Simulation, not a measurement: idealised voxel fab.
Documented hereafter: the process module known as voxel gate over fins.
Square cell edge 5 nm, section width 170 nm, ID cut.
Cross-section format: a grid of square cells, given as bands from top to bottom; each band is one or more rows of cells. Heights first: top, then bottom, in nm. Then materials, left to right, each with a width in nm. "full width" on a single material: fills the band edge to edge. "air": empty space. Height is counted from the level 0, under which the received wafer is composed throughout of one material. The lowest of the bands is not closed at the bottom but continues downward, in the notation "0 -> down". Width: "30 to 40" (first number = top row, second number = bottom row, same change from row to row of cells). The designation "stayed the same", where it is given for a processing step, indicates that no cell of the cross-section was altered in the course of that step. In "Closed void catalog" the enclosed voids are listed, meaning empty spaces of 8 cells or larger without any opening to the top. The form is width x height at distance, distance from the left edge, units nm. It should be noted that, on the line of a given step, the content following the step's settings is a remark produced by the simulator itself with respect to that step. overlay nm: for a step with a mask, the amount by which the mask lay right of where it was planned; a negative amount means left of it.

### The following list gives the planned process steps
1,op RECEIVE | material Si
2,op CONFORMAL_DEP | material SiN | thk nm 5
3,op DIRECTIONAL_DEP | material aC | thk nm 15
4,op PATTERN | tone cover | mask id FINS | material resist | width nm 15 | pitch nm 45 | thk nm 35 | overlay nm 0
5,op DIRECTIONAL_ETCH | etch materials aC | depth nm 15
6,op STRIP | etch materials resist
7,op DIRECTIONAL_ETCH | etch materials SiN | depth nm 5
8,op DIRECTIONAL_ETCH | etch materials Si | depth nm 40
9,op STRIP | etch materials aC
10,op OXIDIZE | depth nm 5
11,op FILL_DEP | material SiO2 | thk nm 5
12,op CMP | height nm 5
13,op SELECTIVE_ETCH | etch materials SiO2 | depth nm 15
14,op STRIP | etch materials SiN
15,op CONFORMAL_DEP | material HfO2 | thk nm 5
16,op CONFORMAL_DEP | material TiN | thk nm 5
17,op FILL_DEP | material W | thk nm 15
18,op CMP | height nm 20
19,op CONFORMAL_DEP | material SiCN | thk nm 10

### Cross-section of the wafer as it came to us, i.e., already through step 1
    0 -> down | Si full width
    Closed void catalog: none

### Same starting wafer, same plan as above, one mistake in the execution; this is the cross-section at the end of the module
    30 -> 20 | SiCN full width
    20 -> 10 | W full width
    10 -> 5 | 25 of W | 25 of TiN | 20 of W | 25 of TiN | 20 of W | 25 of TiN | 30 of W
    5 -> 0 | 25 of W | 5 of TiN | 15 of HfO2 | 5 of TiN | 20 of W | 5 of TiN | 15 of HfO2 | 5 of TiN | 20 of W | 5 of TiN | 15 of HfO2 | 5 of TiN | 30 of W
    0 -> -15 | 25 of W | 5 of TiN | 5 of HfO2 | 5 of Si | 5 of HfO2 | 5 of TiN | 20 of W | 5 of TiN | 5 of HfO2 | 5 of Si | 5 of HfO2 | 5 of TiN | 20 of W | 5 of TiN | 5 of HfO2 | 5 of Si | 5 of HfO2 | 5 of TiN | 30 of W
    -15 -> -20 | 30 of TiN | 5 of HfO2 | 5 of Si | 5 of HfO2 | 30 of TiN | 5 of HfO2 | 5 of Si | 5 of HfO2 | 30 of TiN | 5 of HfO2 | 5 of Si | 5 of HfO2 | 35 of TiN
    -20 -> -25 | 35 of HfO2 | 5 of Si | 40 of HfO2 | 5 of Si | 40 of HfO2 | 5 of Si | 40 of HfO2
    -25 -> -45 | 35 of SiO2 | 5 of Si | 40 of SiO2 | 5 of Si | 40 of SiO2 | 5 of Si | 40 of SiO2
    -45 -> down | Si full width
    Closed void catalog: none
what went wrong: step 13 of the plan was twice carried out
